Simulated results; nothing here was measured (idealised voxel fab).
process module | voxel self aligned vias
cross-section cut | 185 nm wide | cells 5 nm
A cross-section is a grid of square cells, given in bands from the top down. A band is one or more rows of cells.
Each band's line starts with the height of the band's top and of its bottom, in nm. Then come its materials from left to right, each with its width in nm. One material with "throughout" fills the band from edge to edge. "air" is empty space.
Height 0 is the level under which the wafer as received is all one material. The lowest band goes on downwards, as in "0 down".
A width such as "30 to 40" changes by the same amount from each row of cells to the next, from the band's top row to its bottom row.
"no change" after a step means that no cell of the cross-section changed.
closed voids: empty space of 8 cells or more with no open way to the top, each as width x height at its distance from the left edge, in nm
after a step's settings: what the simulator itself notes on the step
overlay nm, on a step with a mask: how far to the right of its planned place the mask lay; to the left if negative
plan
1 op RECEIVE | material Si
2 op CONFORMAL_DEP | material SiO2 | thk nm 10
3 op CONFORMAL_DEP | material SiCN | thk nm 5
4 op DIRECTIONAL_DEP | material SiO2 | thk nm 25
5 op MASKED_ETCH | tone open | mask id LINES | width nm 20 | pitch nm 70 | etch materials SiO2 | depth nm 25 | overlay nm 0
6 op CONFORMAL_DEP | material TiN | thk nm 5
7 op FILL_DEP | material Ru | thk nm 10
8 op CMP | height nm 40
9 op SELECTIVE_ETCH | etch materials W Ru TiN | depth nm 10
10 op FILL_DEP | material SiN | thk nm 10
11 op CMP | height nm 40
12 op DIRECTIONAL_DEP | material SiO2 | thk nm 15
13 op DIRECTIONAL_DEP | material aC | thk nm 10
14 op PATTERN | tone open | mask id VIAS | material resist | width nm 40 | pitch nm 70 | thk nm 25 | overlay nm 0
15 op DIRECTIONAL_ETCH | etch materials aC | depth nm 10
16 op STRIP | etch materials resist
17 op DIRECTIONAL_ETCH | etch materials SiO2 | depth nm 15
18 op DIRECTIONAL_ETCH | etch materials SiN | depth nm 10
19 op STRIP | etch materials aC
20 op CONFORMAL_DEP | material TiN | thk nm 5
21 op FILL_DEP | material Ru | thk nm 5
22 op CMP | height nm 55
23 op CONFORMAL_DEP | material SiN | thk nm 5
as received, after step 1
  0 down: Si throughout
  closed voids: none
a wafer at the end: this start, this plan, one mistake
  60 to 55: SiN throughout
  55 to 40: SiO2 35 | TiN 5 | Ru 30 | TiN 5 | SiO2 30 | TiN 5 | Ru 30 | TiN 5 | SiO2 40
  40 to 35: SiN 35 | TiN 5 | Ru 30 | TiN 5 | SiN 30 | TiN 5 | Ru 30 | TiN 5 | SiN 40
  35 to 30: SiN 35 | TiN 40 | SiN 30 | TiN 40 | SiN 40
  30 to 20: SiO2 45 | SiN 20 | SiO2 50 | SiN 20 | SiO2 50
  20 to 15: SiO2 45 | TiN 20 | SiO2 50 | TiN 20 | SiO2 50
  15 to 10: SiCN throughout
  10 to 0: SiO2 throughout
  0 down: Si throughout
  closed voids: none
what went wrong: step 8 ran as: op CMP | height nm 30
